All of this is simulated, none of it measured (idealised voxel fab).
The process module that follows is named voxel transistor to metal.
The cross-section on display is named cut; it measures 210 nm wide, and its cells are 5 nm squares.
Just so we're on the same page, the cross-sections are grids of square cells, and they're listed out in bands top to bottom, each band one or more rows deep.
Band entry format. Leading values: height of top, height of bottom, nm. Remainder: materials in left-to-right order, each with its width in nm. Special words: "edge to edge" on a single material, which then fills the band edge to edge; "empty", empty space.
Height is counted from the level 0, under which the received wafer is composed throughout of one material. The lowest of the bands is not closed at the bottom but continues downward, in the notation "0 and below".
With a width like "30->40", each row of cells in the band differs from the next by the same amount, the top row carrying the first number and the bottom row the second.
Where the words "nothing got changed" appear for a step, the cross-section shows no cell changed by that step; every cell remained as before.
Each empty space that has no open way to the top and spans at least 8 cells appears under "Fully closed voids" as width x height at distance, the distance counted from the left edge, all in nm.
If you see something after the settings on a step's line, that's the simulator's own remark about that step.
If you see "overlay nm" on a step's line and that step has a mask, it's telling you how far right of where it was planned the mask ended up; a negative number means it went left instead.
### The steps planned for the process are as follows
1. RECEIVE | material Si
2. CONFORMAL_DEP | material SiO2 | thk nm 5
3. CONFORMAL_DEP | material SiN | thk nm 10
4. MASKED_ETCH | tone cover | mask id ACTIVE | width nm 115 | etch materials SiN | depth nm 10 | overlay nm 0
5. MASKED_ETCH | tone cover | mask id ACTIVE | width nm 115 | etch materials SiO2 | depth nm 5 | overlay nm 0
6. MASKED_ETCH | tone cover | mask id ACTIVE | width nm 115 | etch materials Si | depth nm 35 | overlay nm 0
7. OXIDIZE | depth nm 5
8. FILL_DEP | material SiO2 | thk nm 15
9. CMP | height nm 15
10. SELECTIVE_ETCH | etch materials SiO2 | depth nm 5
11. STRIP | etch materials SiN
12. SELECTIVE_ETCH | etch materials SiO2 | depth nm 5
13. OXIDIZE | depth nm 5
14. DIRECTIONAL_DEP | material polySi | thk nm 30
15. DIRECTIONAL_DEP | material SiCN | thk nm 10
16. PATTERN | tone cover | mask id GATE | material resist | width nm 25 | thk nm 15 | overlay nm 0
17. DIRECTIONAL_ETCH | etch materials SiCN | depth nm 20
18. DIRECTIONAL_ETCH | etch materials polySi | depth nm 40
19. STRIP | etch materials resist
20. CONFORMAL_DEP | material SiN | thk nm 10
21. DIRECTIONAL_ETCH | etch materials SiN | depth nm 10
22. DIRECTIONAL_ETCH | etch materials SiO2 | depth nm 5
23. EPI | material nSi | thk nm 5
24. FILL_DEP | material SiO2 | thk nm 5
25. CMP | height nm 40
26. DIRECTIONAL_DEP | material SiO2 | thk nm 10
27. DIRECTIONAL_DEP | material aC | thk nm 10
28. PATTERN | tone open | mask id CONTACT | material resist | width nm 20 | pitch nm 75 | thk nm 30 | overlay nm 0
29. DIRECTIONAL_ETCH | etch materials aC | depth nm 10
30. STRIP | etch materials resist
31. DIRECTIONAL_ETCH | etch materials SiO2 | depth nm 50
32. STRIP | etch materials aC
33. CONFORMAL_DEP | material TiN | thk nm 5
34. FILL_DEP | material Ru | thk nm 5
35. CMP | height nm 50
36. CONFORMAL_DEP | material SiCN | thk nm 5
37. DIRECTIONAL_DEP | material lowk | thk nm 15
38. PATTERN | tone open | mask id METAL_1 | material resist | width nm 20 | pitch nm 75 | thk nm 20 | overlay nm 0
39. DIRECTIONAL_ETCH | etch materials lowk | depth nm 15
40. DIRECTIONAL_ETCH | etch materials SiCN | depth nm 5
41. STRIP | etch materials resist
42. CONFORMAL_DEP | material TiN | thk nm 5
43. FILL_DEP | material W | thk nm 5
44. CMP | height nm 70
45. CONFORMAL_DEP | material SiN | thk nm 5
### First of two wafers - as planned
### Received-state cross-section, reflecting completion of step 1
    0 and below: Si edge to edge
    Fully closed voids: none
### Cross-sectional representation of the wafer at the conclusion of step 2
    5 down to 0: SiO2 edge to edge
    Below 0 it's all the same as before, nothing changed down there.
### Cross-sectional representation of the wafer at the conclusion of step 3
    15 down to 5: SiN edge to edge
    Below 5 it's all the same as before, nothing changed down there.
### Cross-sectional representation of the wafer at the conclusion of step 4
    15 down to 5: empty 45, SiN 115, empty 50
    Below 5 it's all the same as before, nothing changed down there.
### Cross-sectional representation of the wafer at the conclusion of step 5
    15 down to 5: empty 45, SiN 115, empty 50
    5 down to 0: empty 45, SiO2 115, empty 50
    Below 0 it's all the same as before, nothing changed down there.
### Cross-sectional representation of the wafer at the conclusion of step 6
    15 down to 5: empty 45, SiN 115, empty 50
    5 down to 0: empty 45, SiO2 115, empty 50
    0 down to -35: empty 45, Si 115, empty 50
    Below -35 it's all the same as before, nothing changed down there.
### Cross-sectional representation of the wafer at the conclusion of step 7
    15 down to 5: empty 45, SiN 115, empty 50
    5 down to 0: empty 45, SiO2 115, empty 50
    0 down to -35: empty 45, SiO2 5, Si 105, SiO2 5, empty 50
    -35 down to -40: SiO2 50, Si 105, SiO2 55
    Below -40 it's all the same as before, nothing changed down there.
### Cross-sectional representation of the wafer at the conclusion of step 8
    30 down to 15: SiO2 edge to edge
    15 down to 5: SiO2 45, SiN 115, SiO2 50
    5 down to 0: SiO2 edge to edge
    0 down to -40: SiO2 50, Si 105, SiO2 55
    Below -40 it's all the same as before, nothing changed down there.
### Cross-sectional representation of the wafer at the conclusion of step 9
    15 down to 5: SiO2 45, SiN 115, SiO2 50
    Below 5 it's all the same as before, nothing changed down there.
### Cross-sectional representation of the wafer at the conclusion of step 10
    15 down to 10: empty 45, SiN 115, empty 50
    Below 10 it's all the same as before, nothing changed down there.
### Cross-sectional representation of the wafer at the conclusion of step 11
    10 down to 5: SiO2 45, empty 115, SiO2 50
    Below 5 it's all the same as before, nothing changed down there.
### Cross-sectional representation of the wafer at the conclusion of step 12
    5 down to 0: SiO2 40, empty 125, SiO2 45
    Below 0 it's all the same as before, nothing changed down there.
### Cross-sectional representation of the wafer at the conclusion of step 13
    5 down to 0: SiO2 40, empty 125, SiO2 45
    0 down to -5: SiO2 edge to edge
    Below -5 it's all the same as before, nothing changed down there.
### Cross-sectional representation of the wafer at the conclusion of step 14
    35 down to 30: polySi 40, empty 125, polySi 45
    30 down to 5: polySi edge to edge
    5 down to 0: SiO2 40, polySi 125, SiO2 45
    Below 0 it's all the same as before, nothing changed down there.
### Cross-sectional representation of the wafer at the conclusion of step 15
    45 down to 40: SiCN 40, empty 125, SiCN 45
    40 down to 35: SiCN edge to edge
    35 down to 30: polySi 40, SiCN 125, polySi 45
    Below 30 it's all the same as before, nothing changed down there.
### Cross-sectional representation of the wafer at the conclusion of step 16
    60 down to 45: empty 90, resist 25, empty 95
    45 down to 40: SiCN 40, empty 50, resist 25, empty 50, SiCN 45
    Below 40 it's all the same as before, nothing changed down there.
### Cross-sectional representation of the wafer at the conclusion of step 17
    60 down to 40: empty 90, resist 25, empty 95
    40 down to 35: empty 90, SiCN 25, empty 95
    35 down to 30: polySi 40, empty 50, SiCN 25, empty 50, polySi 45
    Below 30 it's all the same as before, nothing changed down there.
### Cross-sectional representation of the wafer at the conclusion of step 18
    60 down to 40: empty 90, resist 25, empty 95
    40 down to 30: empty 90, SiCN 25, empty 95
    30 down to 5: empty 90, polySi 25, empty 95
    5 down to 0: SiO2 40, empty 50, polySi 25, empty 50, SiO2 45
    Below 0 it's all the same as before, nothing changed down there.
### Cross-sectional representation of the wafer at the conclusion of step 19
    40 down to 30: empty 90, SiCN 25, empty 95
    Below 30 it's all the same as before, nothing changed down there.
### Cross-sectional representation of the wafer at the conclusion of step 20
    50 down to 40: empty 80, SiN 45, empty 85
    40 down to 30: empty 80, SiN 10, SiCN 25, SiN 10, empty 85
    30 down to 15: empty 80, SiN 10, polySi 25, SiN 10, empty 85
    15 down to 10: SiN 50, empty 30, SiN 10, polySi 25, SiN 10, empty 30, SiN 55
    10 down to 5: SiN 90, polySi 25, SiN 95
    5 down to 0: SiO2 40, SiN 50, polySi 25, SiN 50, SiO2 45
    Below 0 it's all the same as before, nothing changed down there.
### Cross-sectional representation of the wafer at the conclusion of step 21
    40 down to 30: empty 80, SiN 10, SiCN 25, SiN 10, empty 85
    30 down to 5: empty 80, SiN 10, polySi 25, SiN 10, empty 85
    5 down to 0: SiO2 40, SiN 10, empty 30, SiN 10, polySi 25, SiN 10, empty 30, SiN 10, SiO2 45
    Below 0 it's all the same as before, nothing changed down there.
### Cross-sectional representation of the wafer at the conclusion of step 22
    40 down to 30: empty 80, SiN 10, SiCN 25, SiN 10, empty 85
    30 down to 5: empty 80, SiN 10, polySi 25, SiN 10, empty 85
    5 down to 0: empty 40, SiN 10, empty 30, SiN 10, polySi 25, SiN 10, empty 30, SiN 10, empty 45
    0 down to -5: SiO2 50, empty 30, SiO2 45, empty 30, SiO2 55
    Below -5 it's all the same as before, nothing changed down there.
### Cross-sectional representation of the wafer at the conclusion of step 23
    40 down to 30: empty 80, SiN 10, SiCN 25, SiN 10, empty 85
    30 down to 5: empty 80, SiN 10, polySi 25, SiN 10, empty 85
    5 down to 0: empty 40, SiN 10, empty 30, SiN 10, polySi 25, SiN 10, empty 30, SiN 10, empty 45
    0 down to -5: SiO2 50, nSi 30, SiO2 45, nSi 30, SiO2 55
    Below -5 it's all the same as before, nothing changed down there.
### Cross-sectional representation of the wafer at the conclusion of step 24
    45 down to 40: SiO2 edge to edge
    40 down to 30: SiO2 80, SiN 10, SiCN 25, SiN 10, SiO2 85
    30 down to 5: SiO2 80, SiN 10, polySi 25, SiN 10, SiO2 85
    5 down to 0: SiO2 40, SiN 10, SiO2 30, SiN 10, polySi 25, SiN 10, SiO2 30, SiN 10, SiO2 45
    Below 0 it's all the same as before, nothing changed down there.
### Cross-sectional representation of the wafer at the conclusion of step 25
    40 down to 30: SiO2 80, SiN 10, SiCN 25, SiN 10, SiO2 85
    Below 30 it's all the same as before, nothing changed down there.
### Cross-sectional representation of the wafer at the conclusion of step 26
    50 down to 40: SiO2 edge to edge
    Below 40 it's all the same as before, nothing changed down there.
### Cross-sectional representation of the wafer at the conclusion of step 27
    60 down to 50: aC edge to edge
    Below 50 it's all the same as before, nothing changed down there.
### Cross-sectional representation of the wafer at the conclusion of step 28
    90 down to 60: resist 55, empty 20, resist 55, empty 20, resist 60
    Below 60 it's all the same as before, nothing changed down there.
### Cross-sectional representation of the wafer at the conclusion of step 29
    80 down to 60: resist 55, empty 20, resist 55, empty 20, resist 60
    60 down to 50: aC 55, empty 20, aC 55, empty 20, aC 60
    Below 50 it's all the same as before, nothing changed down there.
### Cross-sectional representation of the wafer at the conclusion of step 30
    60 down to 50: aC 55, empty 20, aC 55, empty 20, aC 60
    Below 50 it's all the same as before, nothing changed down there.
### Cross-sectional representation of the wafer at the conclusion of step 31
    60 down to 50: aC 55, empty 20, aC 55, empty 20, aC 60
    50 down to 40: SiO2 55, empty 20, SiO2 55, empty 20, SiO2 60
    40 down to 30: SiO2 55, empty 20, SiO2 5, SiN 10, SiCN 25, SiN 10, SiO2 5, empty 20, SiO2 60
    30 down to 5: SiO2 55, empty 20, SiO2 5, SiN 10, polySi 25, SiN 10, SiO2 5, empty 20, SiO2 60
    5 down to 0: SiO2 40, SiN 10, SiO2 5, empty 20, SiO2 5, SiN 10, polySi 25, SiN 10, SiO2 5, empty 20, SiO2 5, SiN 10, SiO2 45
    Below 0 it's all the same as before, nothing changed down there.
### Cross-sectional representation of the wafer at the conclusion of step 32
    50 down to 40: SiO2 55, empty 20, SiO2 55, empty 20, SiO2 60
    Below 40 it's all the same as before, nothing changed down there.
### Cross-sectional representation of the wafer at the conclusion of step 33
    55 down to 50: TiN 60, empty 10, TiN 65, empty 10, TiN 65
    50 down to 40: SiO2 55, TiN 5, empty 10, TiN 5, SiO2 55, TiN 5, empty 10, TiN 5, SiO2 60
    40 down to 30: SiO2 55, TiN 5, empty 10, TiN 5, SiO2 5, SiN 10, SiCN 25, SiN 10, SiO2 5, TiN 5, empty 10, TiN 5, SiO2 60
    30 down to 5: SiO2 55, TiN 5, empty 10, TiN 5, SiO2 5, SiN 10, polySi 25, SiN 10, SiO2 5, TiN 5, empty 10, TiN 5, SiO2 60
    5 down to 0: SiO2 40, SiN 10, SiO2 5, TiN 20, SiO2 5, SiN 10, polySi 25, SiN 10, SiO2 5, TiN 20, SiO2 5, SiN 10, SiO2 45
    Below 0 it's all the same as before, nothing changed down there.
### Cross-sectional representation of the wafer at the conclusion of step 34
    60 down to 55: Ru edge to edge
    55 down to 50: TiN 60, Ru 10, TiN 65, Ru 10, TiN 65
    50 down to 40: SiO2 55, TiN 5, Ru 10, TiN 5, SiO2 55, TiN 5, Ru 10, TiN 5, SiO2 60
    40 down to 30: SiO2 55, TiN 5, Ru 10, TiN 5, SiO2 5, SiN 10, SiCN 25, SiN 10, SiO2 5, TiN 5, Ru 10, TiN 5, SiO2 60
    30 down to 5: SiO2 55, TiN 5, Ru 10, TiN 5, SiO2 5, SiN 10, polySi 25, SiN 10, SiO2 5, TiN 5, Ru 10, TiN 5, SiO2 60
    Below 5 it's all the same as before, nothing changed down there.
### Cross-sectional representation of the wafer at the conclusion of step 35
    50 down to 40: SiO2 55, TiN 5, Ru 10, TiN 5, SiO2 55, TiN 5, Ru 10, TiN 5, SiO2 60
    Below 40 it's all the same as before, nothing changed down there.
### Cross-sectional representation of the wafer at the conclusion of step 36
    55 down to 50: SiCN edge to edge
    Below 50 it's all the same as before, nothing changed down there.
### Cross-sectional representation of the wafer at the conclusion of step 37
    70 down to 55: lowk edge to edge
    Below 55 it's all the same as before, nothing changed down there.
### Cross-sectional representation of the wafer at the conclusion of step 38
    90 down to 70: resist 55, empty 20, resist 55, empty 20, resist 60
    Below 70 it's all the same as before, nothing changed down there.
### Cross-sectional representation of the wafer at the conclusion of step 39
    90 down to 70: resist 55, empty 20, resist 55, empty 20, resist 60
    70 down to 55: lowk 55, empty 20, lowk 55, empty 20, lowk 60
    Below 55 it's all the same as before, nothing changed down there.
### Cross-sectional representation of the wafer at the conclusion of step 40
    90 down to 70: resist 55, empty 20, resist 55, empty 20, resist 60
    70 down to 55: lowk 55, empty 20, lowk 55, empty 20, lowk 60
    55 down to 50: SiCN 55, empty 20, SiCN 55, empty 20, SiCN 60
    Below 50 it's all the same as before, nothing changed down there.
### Cross-sectional representation of the wafer at the conclusion of step 41
    70 down to 55: lowk 55, empty 20, lowk 55, empty 20, lowk 60
    Below 55 it's all the same as before, nothing changed down there.
### Cross-sectional representation of the wafer at the conclusion of step 42
    75 down to 70: TiN 60, empty 10, TiN 65, empty 10, TiN 65
    70 down to 55: lowk 55, TiN 5, empty 10, TiN 5, lowk 55, TiN 5, empty 10, TiN 5, lowk 60
    55 down to 50: SiCN 55, TiN 20, SiCN 55, TiN 20, SiCN 60
    Below 50 it's all the same as before, nothing changed down there.
### Cross-sectional representation of the wafer at the conclusion of step 43
    80 down to 75: W edge to edge
    75 down to 70: TiN 60, W 10, TiN 65, W 10, TiN 65
    70 down to 55: lowk 55, TiN 5, W 10, TiN 5, lowk 55, TiN 5, W 10, TiN 5, lowk 60
    Below 55 it's all the same as before, nothing changed down there.
### Cross-sectional representation of the wafer at the conclusion of step 44
    70 down to 55: lowk 55, TiN 5, W 10, TiN 5, lowk 55, TiN 5, W 10, TiN 5, lowk 60
    Below 55 it's all the same as before, nothing changed down there.
### Cross-sectional representation of the wafer at the conclusion of step 45
    75 down to 70: SiN edge to edge
    Below 70 it's all the same as before, nothing changed down there.
### Second Wafer (Identical Start and Plan, One Processing Error; Matches First Wafer Through Step 27)
### Second wafer: cross-section at the scheduled end of step 28
    90 down to 60: resist 55, empty 25, resist 50, empty 25, resist 55
    Below 60 it's all the same as before, nothing changed down there.
### Second wafer: cross-section at the scheduled end of step 29
    80 down to 60: resist 55, empty 25, resist 50, empty 25, resist 55
    60 down to 50: aC 55, empty 25, aC 50, empty 25, aC 55
    Below 50 it's all the same as before, nothing changed down there.
### Second wafer: cross-section at the scheduled end of step 30
    60 down to 50: aC 55, empty 25, aC 50, empty 25, aC 55
    Below 50 it's all the same as before, nothing changed down there.
### Second wafer: cross-section at the scheduled end of step 31
    60 down to 50: aC 55, empty 25, aC 50, empty 25, aC 55
    50 down to 40: SiO2 55, empty 25, SiO2 50, empty 25, SiO2 55
    40 down to 30: SiO2 55, empty 25, SiN 10, SiCN 25, SiN 10, SiO2 5, empty 25, SiO2 55
    30 down to 5: SiO2 55, empty 25, SiN 10, polySi 25, SiN 10, SiO2 5, empty 25, SiO2 55
    5 down to 0: SiO2 40, SiN 10, SiO2 5, empty 25, SiN 10, polySi 25, SiN 10, SiO2 5, empty 25, SiN 10, SiO2 45
    Below 0 it's all the same as before, nothing changed down there.
### Second wafer: cross-section at the scheduled end of step 32
    50 down to 40: SiO2 55, empty 25, SiO2 50, empty 25, SiO2 55
    Below 40 it's all the same as before, nothing changed down there.
### Second wafer: cross-section at the scheduled end of step 33
    55 down to 50: TiN 60, empty 15, TiN 60, empty 15, TiN 60
    50 down to 40: SiO2 55, TiN 5, empty 15, TiN 5, SiO2 50, TiN 5, empty 15, TiN 5, SiO2 55
    40 down to 30: SiO2 55, TiN 5, empty 15, TiN 5, SiN 10, SiCN 25, SiN 10, SiO2 5, TiN 5, empty 15, TiN 5, SiO2 55
    30 down to 5: SiO2 55, TiN 5, empty 15, TiN 5, SiN 10, polySi 25, SiN 10, SiO2 5, TiN 5, empty 15, TiN 5, SiO2 55
    5 down to 0: SiO2 40, SiN 10, SiO2 5, TiN 25, SiN 10, polySi 25, SiN 10, SiO2 5, TiN 25, SiN 10, SiO2 45
    Below 0 it's all the same as before, nothing changed down there.
### Second wafer: cross-section at the scheduled end of step 34
    60 down to 55: Ru edge to edge
    55 down to 50: TiN 60, Ru 15, TiN 60, Ru 15, TiN 60
    50 down to 40: SiO2 55, TiN 5, Ru 15, TiN 5, SiO2 50, TiN 5, Ru 15, TiN 5, SiO2 55
    40 down to 30: SiO2 55, TiN 5, Ru 15, TiN 5, SiN 10, SiCN 25, SiN 10, SiO2 5, TiN 5, Ru 15, TiN 5, SiO2 55
    30 down to 5: SiO2 55, TiN 5, Ru 15, TiN 5, SiN 10, polySi 25, SiN 10, SiO2 5, TiN 5, Ru 15, TiN 5, SiO2 55
    Below 5 it's all the same as before, nothing changed down there.
### Second wafer: cross-section at the scheduled end of step 35
    50 down to 40: SiO2 55, TiN 5, Ru 15, TiN 5, SiO2 50, TiN 5, Ru 15, TiN 5, SiO2 55
    Below 40 it's all the same as before, nothing changed down there.
### Second wafer: cross-section at the scheduled end of step 36
    55 down to 50: SiCN edge to edge
    Below 50 it's all the same as before, nothing changed down there.
### Second wafer: cross-section at the scheduled end of step 37
    70 down to 55: lowk edge to edge
    Below 55 it's all the same as before, nothing changed down there.
### Second wafer: cross-section at the scheduled end of step 38
    90 down to 70: resist 55, empty 20, resist 55, empty 20, resist 60
    Below 70 it's all the same as before, nothing changed down there.
### Second wafer: cross-section at the scheduled end of step 39
    90 down to 70: resist 55, empty 20, resist 55, empty 20, resist 60
    70 down to 55: lowk 55, empty 20, lowk 55, empty 20, lowk 60
    Below 55 it's all the same as before, nothing changed down there.
### Second wafer: cross-section at the scheduled end of step 40
    90 down to 70: resist 55, empty 20, resist 55, empty 20, resist 60
    70 down to 55: lowk 55, empty 20, lowk 55, empty 20, lowk 60
    55 down to 50: SiCN 55, empty 20, SiCN 55, empty 20, SiCN 60
    Below 50 it's all the same as before, nothing changed down there.
### Second wafer: cross-section at the scheduled end of step 41
    70 down to 55: lowk 55, empty 20, lowk 55, empty 20, lowk 60
    Below 55 it's all the same as before, nothing changed down there.
### Second wafer: cross-section at the scheduled end of step 42
    75 down to 70: TiN 60, empty 10, TiN 65, empty 10, TiN 65
    70 down to 55: lowk 55, TiN 5, empty 10, TiN 5, lowk 55, TiN 5, empty 10, TiN 5, lowk 60
    55 down to 50: SiCN 55, TiN 20, SiCN 55, TiN 20, SiCN 60
    Below 50 it's all the same as before, nothing changed down there.
### Second wafer: cross-section at the scheduled end of step 43
    80 down to 75: W edge to edge
    75 down to 70: TiN 60, W 10, TiN 65, W 10, TiN 65
    70 down to 55: lowk 55, TiN 5, W 10, TiN 5, lowk 55, TiN 5, W 10, TiN 5, lowk 60
    Below 55 it's all the same as before, nothing changed down there.
### Second wafer: cross-section at the scheduled end of step 44
    70 down to 55: lowk 55, TiN 5, W 10, TiN 5, lowk 55, TiN 5, W 10, TiN 5, lowk 60
    Below 55 it's all the same as before, nothing changed down there.
### Second wafer: cross-section at the scheduled end of step 45
    75 down to 70: SiN edge to edge
    Below 70 it's all the same as before, nothing changed down there.
Deviation noted in wafer processing: not per plan at step 28, really ran PATTERN | tone open | mask id CONTACT | material resist | width nm 25 | pitch nm 75 | thk nm 30 | overlay nm 0
FYI, end of process, the second wafer has more or fewer cells of some materials than the first: Ru +18; SiO2 -20; TiN +2
